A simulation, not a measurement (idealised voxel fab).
The following process module bears the name voxel released beams.
It is cross-section cut that appears here, measuring 285 nm in width, its square cells being 5 nm in size.
When this document writes out a cross-section, it uses a grid of square cells and lists it as bands, beginning at the top and moving down, with a band standing for one or more rows of cells.
Band: top height; bottom height; in nm. Then, left to right: material with width in nm, for each material. "edge to edge": a single material spanning edge to edge. "blank": empty space.
Counting heights begins at 0, where everything beneath is, in the wafer as received, one material. The lowest band has no bottom; it goes on downwards, as "0 down" shows.
You'd read "30..40" like this: the band's top row of cells is as wide as the first number, its bottom row is as wide as the second, and going down, every row changes width by the same amount as the row before did.
"no modification" (step): cross-section cells unchanged, all of them.
Look at "Voids, sealed" for the closed voids: empty spaces with no open path to the top, sized 8 cells or up. Each is width x height at distance, distance from the left edge, all nm.
Post-settings text on a step line: simulator's own remark regarding the step.
overlay nm: how far to the right of its planned place the mask lay on this masked step (negative: to the left).

Planned process steps:
1) RECEIVE,material Si
2) CONFORMAL_DEP,material SiN,thk nm 5
3) DIRECTIONAL_DEP,material SiO2,thk nm 15
4) PATTERN,tone open,mask id ANCHOR,material resist,width nm 35,thk nm 20,overlay nm 0
5) DIRECTIONAL_ETCH,etch materials SiO2,depth nm 15
6) STRIP,etch materials resist
7) CONFORMAL_DEP,material polySi,thk nm 15
8) DIRECTIONAL_DEP,material aC,thk nm 15
9) PATTERN,tone cover,mask id BEAM,material resist,width nm 100,thk nm 30,overlay nm 0
10) DIRECTIONAL_ETCH,etch materials aC,depth nm 15
11) STRIP,etch materials resist
12) DIRECTIONAL_ETCH,etch materials polySi,depth nm 15
13) STRIP,etch materials aC
14) STRIP,etch materials SiO2

The first of two wafers, run as planned:

Shown in cross-section is the wafer as received, that is, as it stands after step 1:
    0 down | Si edge to edge
    Voids, sealed: none

After step 2: wafer cross-section:
    5 to 0 | SiN edge to edge
    Below a height of 0, the structure has not been altered.

After step 3: wafer cross-section:
    20 to 5 | SiO2 edge to edge
    Below a height of 5, the structure has not been altered.

After step 4: wafer cross-section:
    40 to 20 | resist: 95, blank: 35, resist: 155
    Below a height of 20, the structure has not been altered.

After step 5: wafer cross-section:
    40 to 20 | resist: 95, blank: 35, resist: 155
    20 to 5 | SiO2: 95, blank: 35, SiO2: 155
    Below a height of 5, the structure has not been altered.

After step 6: wafer cross-section:
    20 to 5 | SiO2: 95, blank: 35, SiO2: 155
    Below a height of 5, the structure has not been altered.

After step 7: wafer cross-section:
    35 to 20 | polySi: 110, blank: 5, polySi: 170
    20 to 5 | SiO2: 95, polySi: 35, SiO2: 155
    Below a height of 5, the structure has not been altered.

After step 8: wafer cross-section:
    50 to 35 | aC: 110, blank: 5, aC: 170
    35 to 20 | polySi: 110, aC: 5, polySi: 170
    Below a height of 20, the structure has not been altered.

After step 9: wafer cross-section:
    80 to 50 | blank: 90, resist: 100, blank: 95
    50 to 35 | aC: 110, resist: 5, aC: 170
    Below a height of 35, the structure has not been altered.

After step 10: wafer cross-section:
    65 to 50 | blank: 90, resist: 100, blank: 95
    50 to 35 | blank: 90, aC: 20, resist: 5, aC: 75, blank: 95
    Below a height of 35, the structure has not been altered.

After step 11: wafer cross-section:
    50 to 35 | blank: 90, aC: 20, blank: 5, aC: 75, blank: 95
    Below a height of 35, the structure has not been altered.

After step 12: wafer cross-section:
    50 to 35 | blank: 90, aC: 20, blank: 5, aC: 75, blank: 95
    35 to 20 | blank: 90, polySi: 20, aC: 5, polySi: 75, blank: 95
    Below a height of 20, the structure has not been altered.

After step 13: wafer cross-section:
    35 to 20 | blank: 90, polySi: 20, blank: 5, polySi: 75, blank: 95
    Below a height of 20, the structure has not been altered.

After step 14: wafer cross-section:
    35 to 20 | blank: 90, polySi: 20, blank: 5, polySi: 75, blank: 95
    20 to 5 | blank: 95, polySi: 35, blank: 155
    Below a height of 5, the structure has not been altered.

Second wafer. Start and plan as for the first. One mistake made in running. Agrees with the first up to and including step 1:

Second wafer: cross-section at the scheduled end of step 2:
    5 to 0 | polySi edge to edge
    Below a height of 0, the structure has not been altered.

Second wafer: cross-section at the scheduled end of step 3:
    20 to 5 | SiO2 edge to edge
    Below a height of 5, the structure has not been altered.

Second wafer: cross-section at the scheduled end of step 4:
    40 to 20 | resist: 95, blank: 35, resist: 155
    Below a height of 20, the structure has not been altered.

Second wafer: cross-section at the scheduled end of step 5:
    40 to 20 | resist: 95, blank: 35, resist: 155
    20 to 5 | SiO2: 95, blank: 35, SiO2: 155
    Below a height of 5, the structure has not been altered.

Second wafer: cross-section at the scheduled end of step 6:
    20 to 5 | SiO2: 95, blank: 35, SiO2: 155
    Below a height of 5, the structure has not been altered.

Second wafer: cross-section at the scheduled end of step 7:
    35 to 20 | polySi: 110, blank: 5, polySi: 170
    20 to 5 | SiO2: 95, polySi: 35, SiO2: 155
    Below a height of 5, the structure has not been altered.

Second wafer: cross-section at the scheduled end of step 8:
    50 to 35 | aC: 110, blank: 5, aC: 170
    35 to 20 | polySi: 110, aC: 5, polySi: 170
    Below a height of 20, the structure has not been altered.

Second wafer: cross-section at the scheduled end of step 9:
    80 to 50 | blank: 90, resist: 100, blank: 95
    50 to 35 | aC: 110, resist: 5, aC: 170
    Below a height of 35, the structure has not been altered.

Second wafer: cross-section at the scheduled end of step 10:
    65 to 50 | blank: 90, resist: 100, blank: 95
    50 to 35 | blank: 90, aC: 20, resist: 5, aC: 75, blank: 95
    Below a height of 35, the structure has not been altered.

Second wafer: cross-section at the scheduled end of step 11:
    50 to 35 | blank: 90, aC: 20, blank: 5, aC: 75, blank: 95
    Below a height of 35, the structure has not been altered.

Second wafer: cross-section at the scheduled end of step 12:
    50 to 35 | blank: 90, aC: 20, blank: 5, aC: 75, blank: 95
    35 to 20 | blank: 90, polySi: 20, aC: 5, polySi: 75, blank: 95
    Below a height of 20, the structure has not been altered.

Second wafer: cross-section at the scheduled end of step 13:
    35 to 20 | blank: 90, polySi: 20, blank: 5, polySi: 75, blank: 95
    Below a height of 20, the structure has not been altered.

Second wafer: cross-section at the scheduled end of step 14:
    35 to 20 | blank: 90, polySi: 20, blank: 5, polySi: 75, blank: 95
    20 to 5 | blank: 95, polySi: 35, blank: 155
    Below a height of 5, the structure has not been altered.
Processing error: step 2 did not use the planned setting and instead ran as CONFORMAL_DEP,material polySi,thk nm 5
Final comparison by cell count, materials where the second wafer has more or fewer than the first: 57 fewer of SiN, 57 more of polySi
